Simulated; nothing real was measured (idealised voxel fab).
The following process module bears the name voxel fin reveal.
Displayed cross-section: cut, width of 150 nm, square cells sized 5 nm.
Cross-section = grid of square cells, listed top down in bands; band = one or more rows.
Basically the band line says how high the top is and how high the bottom is, in nm, and then what's in it from left to right, every material with its width in nm. Empty space shows up as "blank", and if a single material carries "full width" it runs the full band edge to edge.
Height is counted from the level 0, under which the received wafer is composed throughout of one material. The lowest of the bands is not closed at the bottom but continues downward, in the notation "from 0 down".
The expression "30..40" gives the width at the extremes of the band, the first number at its top row of cells and the second at its bottom row, with the width changing by equal amounts from each row to the next in between.
Given "remains unaltered" for a step, no cell of the cross-section differs between before and after that step.
The entry titled "Encapsulated voids" provides the empty spaces that have no open way to the top, restricted to those of 8 cells or more. Each is presented as width x height at distance, the distance being measured from the left edge, with all three in nm.
Step line, after settings: the simulator's comment on this step.
overlay nm: how far to the right of its planned place the mask lay on this masked step (negative: to the left).

The following list gives the planned process steps:
1) RECEIVE | material Si
2) CONFORMAL_DEP | material SiN | thk nm 10
3) MASKED_ETCH | tone cover | mask id FINS | width nm 15 | pitch nm 45 | etch materials SiN | depth nm 10 | overlay nm -15
4) MASKED_ETCH | tone cover | mask id FINS | width nm 15 | pitch nm 45 | etch materials Si | depth nm 30 | overlay nm 0
5) OXIDIZE | depth nm 5
6) FILL_DEP | material SiO2 | thk nm 5
7) CMP | height nm 10
8) SELECTIVE_ETCH | etch materials SiO2 | depth nm 30
9) STRIP | etch materials SiN
The plan shows the overlay nm of step 3 as the first wafer had it; this setting differs between the wafers, which start out alike.

Cross-section of the first of several received wafers, showing its state after step 1:
- from 0 down: Si full width
- Encapsulated voids: none

Per wafer, end of module: cells gained (+) or lost (-) per material since receipt, then closed voids:
overlay nm -15 | -160 Si | +66 SiO2 | Encapsulated voids: none
overlay nm -10 | -172 Si | +72 SiO2 | Encapsulated voids: none
overlay nm -5 | -184 Si | +78 SiO2 | Encapsulated voids: none
overlay nm 0 | -196 Si | +84 SiO2 | Encapsulated voids: none
overlay nm 5 | -184 Si | +78 SiO2 | Encapsulated voids: none
overlay nm 10 | -172 Si | +72 SiO2 | Encapsulated voids: none
overlay nm 15 | -160 Si | +66 SiO2 | Encapsulated voids: none
